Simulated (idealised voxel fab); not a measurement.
process module | voxel transistor to metal
cross-section cut | 160 nm wide | cells 5 nm
A cross-section is a grid of square cells, given in bands from the top down. A band is one or more rows of cells.
Each band's line starts with the height of the band's top and of its bottom, in nm. Then come its materials from left to right, each with its width in nm. One material with "throughout" fills the band from edge to edge. "air" is empty space.
Height 0 is the level under which the wafer as received is all one material. The lowest band goes on downwards, as in "0 down".
A width such as "30 to 40" changes by the same amount from each row of cells to the next, from the band's top row to its bottom row.
"no change" after a step means that no cell of the cross-section changed.
closed voids: empty space of 8 cells or more with no open way to the top, each as width x height at its distance from the left edge, in nm
after a step's settings: what the simulator itself notes on the step
overlay nm, on a step with a mask: how far to the right of its planned place the mask lay; to the left if negative
plan
1 op RECEIVE | material Si
2 op CONFORMAL_DEP | material SiO2 | thk nm 5
3 op CONFORMAL_DEP | material SiN | thk nm 10
4 op MASKED_ETCH | tone cover | mask id ACTIVE | width nm 100 | etch materials SiN | depth nm 10 | overlay nm 0
5 op MASKED_ETCH | tone cover | mask id ACTIVE | width nm 100 | etch materials SiO2 | depth nm 5 | overlay nm 0
6 op MASKED_ETCH | tone cover | mask id ACTIVE | width nm 100 | etch materials Si | depth nm 20 | overlay nm 0
7 op OXIDIZE | depth nm 5
8 op FILL_DEP | material SiO2 | thk nm 5
9 op CMP | height nm 15
10 op SELECTIVE_ETCH | etch materials SiO2 | depth nm 10
11 op STRIP | etch materials SiN
12 op SELECTIVE_ETCH | etch materials SiO2 | depth nm 5
13 op OXIDIZE | depth nm 5
14 op DIRECTIONAL_DEP | material polySi | thk nm 20
15 op DIRECTIONAL_DEP | material SiCN | thk nm 10
16 op DIRECTIONAL_DEP | material aC | thk nm 15
17 op PATTERN | tone cover | mask id GATE | material resist | width nm 30 | thk nm 30 | overlay nm 0
18 op DIRECTIONAL_ETCH | etch materials aC | depth nm 15
19 op STRIP | etch materials resist
20 op DIRECTIONAL_ETCH | etch materials SiCN | depth nm 20
21 op DIRECTIONAL_ETCH | etch materials polySi | depth nm 30
22 op STRIP | etch materials aC
23 op CONFORMAL_DEP | material SiO2 | thk nm 5
24 op DIRECTIONAL_ETCH | etch materials SiO2 | depth nm 5
25 op CONFORMAL_DEP | material SiN | thk nm 10
26 op DIRECTIONAL_ETCH | etch materials SiN | depth nm 10
27 op DIRECTIONAL_ETCH | etch materials SiO2 | depth nm 5
28 op DIRECTIONAL_ETCH | etch materials Si | depth nm 15
29 op EPI | material SiGe | thk nm 20
30 op FILL_DEP | material SiO2 | thk nm 5
31 op CMP | height nm 20
32 op STRIP | etch materials polySi
33 op SELECTIVE_ETCH | etch materials SiO2 | depth nm 5
34 op CONFORMAL_DEP | material HfO2 | thk nm 5
35 op CONFORMAL_DEP | material TiN | thk nm 5
36 op FILL_DEP | material W | thk nm 5
37 op CMP | height nm 15
38 op DIRECTIONAL_DEP | material SiO2 | thk nm 15
39 op MASKED_ETCH | tone open | mask id CONTACT | width nm 15 | pitch nm 75 | etch materials SiO2 | depth nm 15 | overlay nm 0
40 op CONFORMAL_DEP | material TiN | thk nm 5
41 op FILL_DEP | material Ru | thk nm 10
42 op CMP | height nm 30
43 op DIRECTIONAL_DEP | material TiN | thk nm 5
44 op DIRECTIONAL_DEP | material W | thk nm 15
45 op DIRECTIONAL_DEP | material aC | thk nm 15
46 op PATTERN | tone cover | mask id METAL_1 | material resist | width nm 15 | pitch nm 75 | thk nm 30 | overlay nm 0
47 op DIRECTIONAL_ETCH | etch materials aC | depth nm 15
48 op STRIP | etch materials resist
49 op DIRECTIONAL_ETCH | etch materials W | depth nm 15
50 op DIRECTIONAL_ETCH | etch materials TiN | depth nm 5
51 op STRIP | etch materials aC
52 op FILL_DEP | material lowk | thk nm 10
53 op CMP | height nm 50
54 op CONFORMAL_DEP | material SiN | thk nm 5
as received, after step 1
  0 down: Si throughout
  closed voids: none
first wafer at the end, as planned
  55 to 50: SiN throughout
  50 to 35: lowk 35 | W 15 | lowk 60 | W 15 | lowk 35
  35 to 30: lowk 35 | TiN 15 | lowk 60 | TiN 15 | lowk 35
  30 to 20: SiO2 35 | TiN 5 | Ru 5 | TiN 5 | SiO2 60 | TiN 5 | Ru 5 | TiN 5 | SiO2 35
  20 to 15: SiO2 35 | TiN 15 | SiO2 60 | TiN 15 | SiO2 35
  15 to 5: SiO2 30 | SiGe 20 | SiN 10 | HfO2 5 | TiN 5 | W 20 | TiN 5 | HfO2 5 | SiN 10 | SiGe 20 | SiO2 30
  5 to 0: SiO2 30 | SiGe 20 | SiN 10 | HfO2 5 | TiN 30 | HfO2 5 | SiN 10 | SiGe 20 | SiO2 30
  0 to -5: SiO2 30 | SiGe 20 | SiO2 10 | HfO2 40 | SiO2 10 | SiGe 20 | SiO2 30
  -5 to -20: SiO2 35 | SiGe 15 | Si 60 | SiGe 15 | SiO2 35
  -20 to -25: SiO2 35 | Si 90 | SiO2 35
  -25 down: Si throughout
  closed voids: none
second wafer at the end: like start, like plan, one mistake
  55 to 50: SiN throughout
  50 to 35: lowk 35 | W 15 | lowk 60 | W 15 | lowk 35
  35 to 30: lowk 35 | TiN 15 | lowk 60 | TiN 15 | lowk 35
  30 to 20: SiO2 35 | TiN 5 | Ru 5 | TiN 5 | SiO2 60 | TiN 5 | Ru 5 | TiN 5 | SiO2 35
  20 to 15: SiO2 35 | TiN 15 | SiO2 60 | TiN 15 | SiO2 35
  15 to 5: SiO2 35 | SiGe 20 | SiN 10 | HfO2 5 | TiN 5 | W 10 | TiN 5 | HfO2 5 | SiN 10 | SiGe 20 | SiO2 35
  5 to 0: SiO2 35 | SiGe 20 | SiN 10 | HfO2 5 | TiN 20 | HfO2 5 | SiN 10 | SiGe 20 | SiO2 35
  0 to -5: SiO2 25 | SiGe 30 | SiN 10 | HfO2 30 | SiN 10 | SiGe 30 | SiO2 25
  -5 to -10: SiO2 25 | SiGe 30 | Si 50 | SiGe 30 | SiO2 25
  -10 to -20: SiO2 35 | SiGe 20 | Si 50 | SiGe 20 | SiO2 35
  -20 to -25: SiO2 35 | Si 90 | SiO2 35
  -25 down: Si throughout
  closed voids: none
what went wrong: step 23 was left out
at the end the second wafer has, in cells: 2 fewer of HfO2 | 6 fewer of Si | 14 more of SiGe | 4 more of SiN | 4 fewer of SiO2 | 2 fewer of TiN | 4 fewer of W
